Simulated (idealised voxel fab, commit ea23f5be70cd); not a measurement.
The following process module bears the name voxel capacitor over wiring.
Square cell edge 5 nm, section width 155 nm, ID cut.
A cross-section is written here as square cells arranged in a grid, and it is given in bands from the top down, each band taking up one or more rows of cells.
Read a band's entry like this: the first values are the height of its top and the height of its bottom in nm, and what follows is the sequence of materials from left to right, each with its width in nm. Note that "blank" is empty space, and that a single material marked "full width" reaches across the band from edge to edge.
We count height from 0. Below that, the starting wafer is all one material. The lowest band never ends at the bottom but goes on down; see "top 0, no bottom" for how that is written.
So if you see something like "30..40" for the width, read it as the top row of the band sitting at the first number and the bottom row at the second, with every row in between moving by the same amount as the last.
"all unchanged", as given for a step, is the statement that not any cell of the cross-section underwent a change during that step.
Enclosed voids (no open way to top), threshold 8 cells or more, entry "Closed void listing", notation width x height at distance, distance from left edge, nm.
Step line, after settings: the simulator's comment on this step.
For masked steps, "overlay nm" on the step line gives how far right of plan the mask actually lay; a minus sign means it lay to the left.

THE PROCESS STEPS THAT WERE PLANNED ARE LISTED BELOW
step 1: RECEIVE (material Si)
step 2: CONFORMAL_DEP (material SiO2; thk nm 15)
step 3: CONFORMAL_DEP (material SiN; thk nm 5)
step 4: DIRECTIONAL_DEP (material SiO2; thk nm 15)
step 5: PATTERN (tone open; mask id METAL_1; material resist; width nm 30; pitch nm 85; thk nm 20; overlay nm 0)
step 6: DIRECTIONAL_ETCH (etch materials SiO2; depth nm 15)
step 7: DIRECTIONAL_ETCH (etch materials SiN; depth nm 5)
step 8: STRIP (etch materials resist)
step 9: CONFORMAL_DEP (material TiN; thk nm 5)
step 10: FILL_DEP (material W; thk nm 10)
step 11: CMP (height nm 35)
step 12: CONFORMAL_DEP (material SiCN; thk nm 5)
step 13: DIRECTIONAL_DEP (material SiO2; thk nm 10)
step 14: DIRECTIONAL_DEP (material aC; thk nm 15)
step 15: PATTERN (tone open; mask id PLUG_1; material resist; width nm 15; thk nm 30; overlay nm 0)
step 16: DIRECTIONAL_ETCH (etch materials aC; depth nm 15)
step 17: STRIP (etch materials resist)
step 18: DIRECTIONAL_ETCH (etch materials SiO2; depth nm 10)
step 19: DIRECTIONAL_ETCH (etch materials SiCN; depth nm 5)
step 20: STRIP (etch materials aC)
step 21: EPI (material Ru; thk nm 10)
step 22: EPI (material Ru; thk nm 5)
step 23: DIRECTIONAL_DEP (material TiN; thk nm 10)
step 24: DIRECTIONAL_DEP (material Al2O3; thk nm 5)
step 25: DIRECTIONAL_DEP (material TiN; thk nm 5)
step 26: MASKED_ETCH (tone cover; mask id UPPER_PLATE; width nm 60; etch materials TiN; depth nm 5; overlay nm 0)
step 27: MASKED_ETCH (tone cover; mask id UPPER_PLATE; width nm 60; etch materials Al2O3; depth nm 5; overlay nm 0)
step 28: PATTERN (tone cover; mask id LOWER_PLATE; material resist; width nm 70; thk nm 20; overlay nm 0)
step 29: DIRECTIONAL_ETCH (etch materials TiN; depth nm 10)
step 30: STRIP (etch materials resist)
step 31: FILL_DEP (material SiO2; thk nm 20)
step 32: CMP (height nm 85)
step 33: PATTERN (tone open; mask id PLUG_2; material resist; width nm 15; thk nm 15; overlay nm 0)
step 34: DIRECTIONAL_ETCH (etch materials SiO2; depth nm 15)
step 35: STRIP (etch materials resist)
step 36: CONFORMAL_DEP (material TiN; thk nm 5)
step 37: FILL_DEP (material Ru; thk nm 5)
step 38: CMP (height nm 85)
step 39: CONFORMAL_DEP (material SiCN; thk nm 5)

SO, THE FIRST OF OUR TWO WAFERS, RUN JUST AS WE PLANNED IT

AS-RECEIVED WAFER CROSS-SECTION (AFTER STEP 1)
- top 0, no bottom  Si full width
- Closed void listing: none

SECTIONAL VIEW: WAFER, AFTER STEP 2
- top 15, bottom 0  SiO2 full width
- All layers under 0 are left as they were.

SECTIONAL VIEW: WAFER, AFTER STEP 3
- top 20, bottom 15  SiN full width
- All layers under 15 are left as they were.

SECTIONAL VIEW: WAFER, AFTER STEP 4
- top 35, bottom 20  SiO2 full width
- All layers under 20 are left as they were.

SECTIONAL VIEW: WAFER, AFTER STEP 5
- top 55, bottom 35  resist (20); blank (30); resist (55); blank (30); resist (20)
- All layers under 35 are left as they were.

SECTIONAL VIEW: WAFER, AFTER STEP 6
- top 55, bottom 35  resist (20); blank (30); resist (55); blank (30); resist (20)
- top 35, bottom 20  SiO2 (20); blank (30); SiO2 (55); blank (30); SiO2 (20)
- All layers under 20 are left as they were.

SECTIONAL VIEW: WAFER, AFTER STEP 7
- top 55, bottom 35  resist (20); blank (30); resist (55); blank (30); resist (20)
- top 35, bottom 20  SiO2 (20); blank (30); SiO2 (55); blank (30); SiO2 (20)
- top 20, bottom 15  SiN (20); blank (30); SiN (55); blank (30); SiN (20)
- All layers under 15 are left as they were.

SECTIONAL VIEW: WAFER, AFTER STEP 8
- top 35, bottom 20  SiO2 (20); blank (30); SiO2 (55); blank (30); SiO2 (20)
- All layers under 20 are left as they were.

SECTIONAL VIEW: WAFER, AFTER STEP 9
- top 40, bottom 35  TiN (25); blank (20); TiN (65); blank (20); TiN (25)
- top 35, bottom 20  SiO2 (20); TiN (5); blank (20); TiN (5); SiO2 (55); TiN (5); blank (20); TiN (5); SiO2 (20)
- top 20, bottom 15  SiN (20); TiN (30); SiN (55); TiN (30); SiN (20)
- All layers under 15 are left as they were.

SECTIONAL VIEW: WAFER, AFTER STEP 10
- top 50, bottom 40  W full width
- top 40, bottom 35  TiN (25); W (20); TiN (65); W (20); TiN (25)
- top 35, bottom 20  SiO2 (20); TiN (5); W (20); TiN (5); SiO2 (55); TiN (5); W (20); TiN (5); SiO2 (20)
- All layers under 20 are left as they were.

SECTIONAL VIEW: WAFER, AFTER STEP 11
- top 35, bottom 20  SiO2 (20); TiN (5); W (20); TiN (5); SiO2 (55); TiN (5); W (20); TiN (5); SiO2 (20)
- All layers under 20 are left as they were.

SECTIONAL VIEW: WAFER, AFTER STEP 12
- top 40, bottom 35  SiCN full width
- All layers under 35 are left as they were.

SECTIONAL VIEW: WAFER, AFTER STEP 13
- top 50, bottom 40  SiO2 full width
- All layers under 40 are left as they were.

SECTIONAL VIEW: WAFER, AFTER STEP 14
- top 65, bottom 50  aC full width
- All layers under 50 are left as they were.

SECTIONAL VIEW: WAFER, AFTER STEP 15
- top 95, bottom 65  resist (35); blank (15); resist (105)
- All layers under 65 are left as they were.

SECTIONAL VIEW: WAFER, AFTER STEP 16
- top 80, bottom 65  resist (35); blank (15); resist (105)
- top 65, bottom 50  aC (35); blank (15); aC (105)
- All layers under 50 are left as they were.

SECTIONAL VIEW: WAFER, AFTER STEP 17
- top 65, bottom 50  aC (35); blank (15); aC (105)
- All layers under 50 are left as they were.

SECTIONAL VIEW: WAFER, AFTER STEP 18
- top 65, bottom 50  aC (35); blank (15); aC (105)
- top 50, bottom 40  SiO2 (35); blank (15); SiO2 (105)
- All layers under 40 are left as they were.

SECTIONAL VIEW: WAFER, AFTER STEP 19
- top 65, bottom 50  aC (35); blank (15); aC (105)
- top 50, bottom 40  SiO2 (35); blank (15); SiO2 (105)
- top 40, bottom 35  SiCN (35); blank (15); SiCN (105)
- All layers under 35 are left as they were.

SECTIONAL VIEW: WAFER, AFTER STEP 20
- top 50, bottom 40  SiO2 (35); blank (15); SiO2 (105)
- All layers under 40 are left as they were.

SECTIONAL VIEW: WAFER, AFTER STEP 21
- top 50, bottom 45  SiO2 (35); blank (15); SiO2 (105)
- top 45, bottom 40  SiO2 (35); Ru (15); SiO2 (105)
- top 40, bottom 35  SiCN (35); Ru (15); SiCN (105)
- All layers under 35 are left as they were.

SECTIONAL VIEW: WAFER, AFTER STEP 22
- top 50, bottom 40  SiO2 (35); Ru (15); SiO2 (105)
- All layers under 40 are left as they were.

SECTIONAL VIEW: WAFER, AFTER STEP 23
- top 60, bottom 50  TiN full width
- All layers under 50 are left as they were.

SECTIONAL VIEW: WAFER, AFTER STEP 24
- top 65, bottom 60  Al2O3 full width
- All layers under 60 are left as they were.

SECTIONAL VIEW: WAFER, AFTER STEP 25
- top 70, bottom 65  TiN full width
- All layers under 65 are left as they were.

SECTIONAL VIEW: WAFER, AFTER STEP 26
- top 70, bottom 65  blank (35); TiN (60); blank (60)
- All layers under 65 are left as they were.

SECTIONAL VIEW: WAFER, AFTER STEP 27
- top 70, bottom 65  blank (35); TiN (60); blank (60)
- top 65, bottom 60  blank (35); Al2O3 (60); blank (60)
- All layers under 60 are left as they were.

SECTIONAL VIEW: WAFER, AFTER STEP 28
- top 90, bottom 70  blank (30); resist (70); blank (55)
- top 70, bottom 65  blank (30); resist (5); TiN (60); resist (5); blank (55)
- top 65, bottom 60  blank (30); resist (5); Al2O3 (60); resist (5); blank (55)
- All layers under 60 are left as they were.

SECTIONAL VIEW: WAFER, AFTER STEP 29
- top 90, bottom 70  blank (30); resist (70); blank (55)
- top 70, bottom 65  blank (30); resist (5); TiN (60); resist (5); blank (55)
- top 65, bottom 60  blank (30); resist (5); Al2O3 (60); resist (5); blank (55)
- top 60, bottom 50  blank (30); TiN (70); blank (55)
- All layers under 50 are left as they were.

SECTIONAL VIEW: WAFER, AFTER STEP 30
- top 70, bottom 65  blank (35); TiN (60); blank (60)
- top 65, bottom 60  blank (35); Al2O3 (60); blank (60)
- All layers under 60 are left as they were.

SECTIONAL VIEW: WAFER, AFTER STEP 31
- top 90, bottom 70  SiO2 full width
- top 70, bottom 65  SiO2 (35); TiN (60); SiO2 (60)
- top 65, bottom 60  SiO2 (35); Al2O3 (60); SiO2 (60)
- top 60, bottom 50  SiO2 (30); TiN (70); SiO2 (55)
- All layers under 50 are left as they were.

SECTIONAL VIEW: WAFER, AFTER STEP 32
- top 85, bottom 70  SiO2 full width
- All layers under 70 are left as they were.

SECTIONAL VIEW: WAFER, AFTER STEP 33
- top 100, bottom 85  resist (45); blank (15); resist (95)
- All layers under 85 are left as they were.

SECTIONAL VIEW: WAFER, AFTER STEP 34
- top 100, bottom 85  resist (45); blank (15); resist (95)
- top 85, bottom 70  SiO2 (45); blank (15); SiO2 (95)
- All layers under 70 are left as they were.

SECTIONAL VIEW: WAFER, AFTER STEP 35
- top 85, bottom 70  SiO2 (45); blank (15); SiO2 (95)
- All layers under 70 are left as they were.

SECTIONAL VIEW: WAFER, AFTER STEP 36
- top 90, bottom 85  TiN (50); blank (5); TiN (100)
- top 85, bottom 75  SiO2 (45); TiN (5); blank (5); TiN (5); SiO2 (95)
- top 75, bottom 65  SiO2 (45..35); TiN (15..60); SiO2 (95..60)
- All layers under 65 are left as they were.

SECTIONAL VIEW: WAFER, AFTER STEP 37
- top 95, bottom 90  Ru full width
- top 90, bottom 85  TiN (50); Ru (5); TiN (100)
- top 85, bottom 75  SiO2 (45); TiN (5); Ru (5); TiN (5); SiO2 (95)
- All layers under 75 are left as they were.

SECTIONAL VIEW: WAFER, AFTER STEP 38
- top 85, bottom 75  SiO2 (45); TiN (5); Ru (5); TiN (5); SiO2 (95)
- All layers under 75 are left as they were.

SECTIONAL VIEW: WAFER, AFTER STEP 39
- top 90, bottom 85  SiCN full width
- All layers under 85 are left as they were.

SECOND WAFER. START AND PLAN AS FOR THE FIRST. ONE MISTAKE MADE IN RUNNING. AGREES WITH THE FIRST UP TO AND INCLUDING STEP 4

CROSS-SECTION OF THE SECOND WAFER AT THE TIME STEP 5 OF THE PLAN SHOULD HAVE ENDED
- top 55, bottom 35  resist (25); blank (25); resist (60); blank (25); resist (20)
- All layers under 35 are left as they were.

CROSS-SECTION OF THE SECOND WAFER AT THE TIME STEP 6 OF THE PLAN SHOULD HAVE ENDED
- top 55, bottom 35  resist (25); blank (25); resist (60); blank (25); resist (20)
- top 35, bottom 20  SiO2 (25); blank (25); SiO2 (60); blank (25); SiO2 (20)
- All layers under 20 are left as they were.

CROSS-SECTION OF THE SECOND WAFER AT THE TIME STEP 7 OF THE PLAN SHOULD HAVE ENDED
- top 55, bottom 35  resist (25); blank (25); resist (60); blank (25); resist (20)
- top 35, bottom 20  SiO2 (25); blank (25); SiO2 (60); blank (25); SiO2 (20)
- top 20, bottom 15  SiN (25); blank (25); SiN (60); blank (25); SiN (20)
- All layers under 15 are left as they were.

CROSS-SECTION OF THE SECOND WAFER AT THE TIME STEP 8 OF THE PLAN SHOULD HAVE ENDED
- top 35, bottom 20  SiO2 (25); blank (25); SiO2 (60); blank (25); SiO2 (20)
- All layers under 20 are left as they were.

CROSS-SECTION OF THE SECOND WAFER AT THE TIME STEP 9 OF THE PLAN SHOULD HAVE ENDED
- top 40, bottom 35  TiN (30); blank (15); TiN (70); blank (15); TiN (25)
- top 35, bottom 20  SiO2 (25); TiN (5); blank (15); TiN (5); SiO2 (60); TiN (5); blank (15); TiN (5); SiO2 (20)
- top 20, bottom 15  SiN (25); TiN (25); SiN (60); TiN (25); SiN (20)
- All layers under 15 are left as they were.

CROSS-SECTION OF THE SECOND WAFER AT THE TIME STEP 10 OF THE PLAN SHOULD HAVE ENDED
- top 50, bottom 40  W full width
- top 40, bottom 35  TiN (30); W (15); TiN (70); W (15); TiN (25)
- top 35, bottom 20  SiO2 (25); TiN (5); W (15); TiN (5); SiO2 (60); TiN (5); W (15); TiN (5); SiO2 (20)
- All layers under 20 are left as they were.

CROSS-SECTION OF THE SECOND WAFER AT THE TIME STEP 11 OF THE PLAN SHOULD HAVE ENDED
- top 35, bottom 20  SiO2 (25); TiN (5); W (15); TiN (5); SiO2 (60); TiN (5); W (15); TiN (5); SiO2 (20)
- All layers under 20 are left as they were.

CROSS-SECTION OF THE SECOND WAFER AT THE TIME STEP 12 OF THE PLAN SHOULD HAVE ENDED
- top 40, bottom 35  SiCN full width
- All layers under 35 are left as they were.

CROSS-SECTION OF THE SECOND WAFER AT THE TIME STEP 13 OF THE PLAN SHOULD HAVE ENDED
- top 50, bottom 40  SiO2 full width
- All layers under 40 are left as they were.

CROSS-SECTION OF THE SECOND WAFER AT THE TIME STEP 14 OF THE PLAN SHOULD HAVE ENDED
- top 65, bottom 50  aC full width
- All layers under 50 are left as they were.

CROSS-SECTION OF THE SECOND WAFER AT THE TIME STEP 15 OF THE PLAN SHOULD HAVE ENDED
- top 95, bottom 65  resist (35); blank (15); resist (105)
- All layers under 65 are left as they were.

CROSS-SECTION OF THE SECOND WAFER AT THE TIME STEP 16 OF THE PLAN SHOULD HAVE ENDED
- top 80, bottom 65  resist (35); blank (15); resist (105)
- top 65, bottom 50  aC (35); blank (15); aC (105)
- All layers under 50 are left as they were.

CROSS-SECTION OF THE SECOND WAFER AT THE TIME STEP 17 OF THE PLAN SHOULD HAVE ENDED
- top 65, bottom 50  aC (35); blank (15); aC (105)
- All layers under 50 are left as they were.

CROSS-SECTION OF THE SECOND WAFER AT THE TIME STEP 18 OF THE PLAN SHOULD HAVE ENDED
- top 65, bottom 50  aC (35); blank (15); aC (105)
- top 50, bottom 40  SiO2 (35); blank (15); SiO2 (105)
- All layers under 40 are left as they were.

CROSS-SECTION OF THE SECOND WAFER AT THE TIME STEP 19 OF THE PLAN SHOULD HAVE ENDED
- top 65, bottom 50  aC (35); blank (15); aC (105)
- top 50, bottom 40  SiO2 (35); blank (15); SiO2 (105)
- top 40, bottom 35  SiCN (35); blank (15); SiCN (105)
- All layers under 35 are left as they were.

CROSS-SECTION OF THE SECOND WAFER AT THE TIME STEP 20 OF THE PLAN SHOULD HAVE ENDED
- top 50, bottom 40  SiO2 (35); blank (15); SiO2 (105)
- All layers under 40 are left as they were.

CROSS-SECTION OF THE SECOND WAFER AT THE TIME STEP 21 OF THE PLAN SHOULD HAVE ENDED
- top 50, bottom 45  SiO2 (35); blank (15); SiO2 (105)
- top 45, bottom 40  SiO2 (35); Ru (15); SiO2 (105)
- top 40, bottom 35  SiCN (35); Ru (15); SiCN (105)
- All layers under 35 are left as they were.

CROSS-SECTION OF THE SECOND WAFER AT THE TIME STEP 22 OF THE PLAN SHOULD HAVE ENDED
- top 50, bottom 40  SiO2 (35); Ru (15); SiO2 (105)
- All layers under 40 are left as they were.

CROSS-SECTION OF THE SECOND WAFER AT THE TIME STEP 23 OF THE PLAN SHOULD HAVE ENDED
- top 60, bottom 50  TiN full width
- All layers under 50 are left as they were.

CROSS-SECTION OF THE SECOND WAFER AT THE TIME STEP 24 OF THE PLAN SHOULD HAVE ENDED
- top 65, bottom 60  Al2O3 full width
- All layers under 60 are left as they were.

CROSS-SECTION OF THE SECOND WAFER AT THE TIME STEP 25 OF THE PLAN SHOULD HAVE ENDED
- top 70, bottom 65  TiN full width
- All layers under 65 are left as they were.

CROSS-SECTION OF THE SECOND WAFER AT THE TIME STEP 26 OF THE PLAN SHOULD HAVE ENDED
- top 70, bottom 65  blank (35); TiN (60); blank (60)
- All layers under 65 are left as they were.

CROSS-SECTION OF THE SECOND WAFER AT THE TIME STEP 27 OF THE PLAN SHOULD HAVE ENDED
- top 70, bottom 65  blank (35); TiN (60); blank (60)
- top 65, bottom 60  blank (35); Al2O3 (60); blank (60)
- All layers under 60 are left as they were.

CROSS-SECTION OF THE SECOND WAFER AT THE TIME STEP 28 OF THE PLAN SHOULD HAVE ENDED
- top 90, bottom 70  blank (30); resist (70); blank (55)
- top 70, bottom 65  blank (30); resist (5); TiN (60); resist (5); blank (55)
- top 65, bottom 60  blank (30); resist (5); Al2O3 (60); resist (5); blank (55)
- All layers under 60 are left as they were.

CROSS-SECTION OF THE SECOND WAFER AT THE TIME STEP 29 OF THE PLAN SHOULD HAVE ENDED
- top 90, bottom 70  blank (30); resist (70); blank (55)
- top 70, bottom 65  blank (30); resist (5); TiN (60); resist (5); blank (55)
- top 65, bottom 60  blank (30); resist (5); Al2O3 (60); resist (5); blank (55)
- top 60, bottom 50  blank (30); TiN (70); blank (55)
- All layers under 50 are left as they were.

CROSS-SECTION OF THE SECOND WAFER AT THE TIME STEP 30 OF THE PLAN SHOULD HAVE ENDED
- top 70, bottom 65  blank (35); TiN (60); blank (60)
- top 65, bottom 60  blank (35); Al2O3 (60); blank (60)
- All layers under 60 are left as they were.

CROSS-SECTION OF THE SECOND WAFER AT THE TIME STEP 31 OF THE PLAN SHOULD HAVE ENDED
- top 90, bottom 70  SiO2 full width
- top 70, bottom 65  SiO2 (35); TiN (60); SiO2 (60)
- top 65, bottom 60  SiO2 (35); Al2O3 (60); SiO2 (60)
- top 60, bottom 50  SiO2 (30); TiN (70); SiO2 (55)
- All layers under 50 are left as they were.

CROSS-SECTION OF THE SECOND WAFER AT THE TIME STEP 32 OF THE PLAN SHOULD HAVE ENDED
- top 85, bottom 70  SiO2 full width
- All layers under 70 are left as they were.

CROSS-SECTION OF THE SECOND WAFER AT THE TIME STEP 33 OF THE PLAN SHOULD HAVE ENDED
- top 100, bottom 85  resist (45); blank (15); resist (95)
- All layers under 85 are left as they were.

CROSS-SECTION OF THE SECOND WAFER AT THE TIME STEP 34 OF THE PLAN SHOULD HAVE ENDED
- top 100, bottom 85  resist (45); blank (15); resist (95)
- top 85, bottom 70  SiO2 (45); blank (15); SiO2 (95)
- All layers under 70 are left as they were.

CROSS-SECTION OF THE SECOND WAFER AT THE TIME STEP 35 OF THE PLAN SHOULD HAVE ENDED
- top 85, bottom 70  SiO2 (45); blank (15); SiO2 (95)
- All layers under 70 are left as they were.

CROSS-SECTION OF THE SECOND WAFER AT THE TIME STEP 36 OF THE PLAN SHOULD HAVE ENDED
- top 90, bottom 85  TiN (50); blank (5); TiN (100)
- top 85, bottom 75  SiO2 (45); TiN (5); blank (5); TiN (5); SiO2 (95)
- top 75, bottom 65  SiO2 (45..35); TiN (15..60); SiO2 (95..60)
- All layers under 65 are left as they were.

CROSS-SECTION OF THE SECOND WAFER AT THE TIME STEP 37 OF THE PLAN SHOULD HAVE ENDED
- top 95, bottom 90  Ru full width
- top 90, bottom 85  TiN (50); Ru (5); TiN (100)
- top 85, bottom 75  SiO2 (45); TiN (5); Ru (5); TiN (5); SiO2 (95)
- All layers under 75 are left as they were.

CROSS-SECTION OF THE SECOND WAFER AT THE TIME STEP 38 OF THE PLAN SHOULD HAVE ENDED
- top 85, bottom 75  SiO2 (45); TiN (5); Ru (5); TiN (5); SiO2 (95)
- All layers under 75 are left as they were.

CROSS-SECTION OF THE SECOND WAFER AT THE TIME STEP 39 OF THE PLAN SHOULD HAVE ENDED
- top 90, bottom 85  SiCN full width
- All layers under 85 are left as they were.
Nonconformance to the process plan: rather than as planned, step 5 actually ran as PATTERN (tone open; mask id METAL_1; material resist; width nm 25; pitch nm 85; thk nm 20; overlay nm 0)
At the finish, the second wafer shows more or fewer cells for some materials than the first does: +2 SiN; +6 SiO2; -2 TiN; -6 W
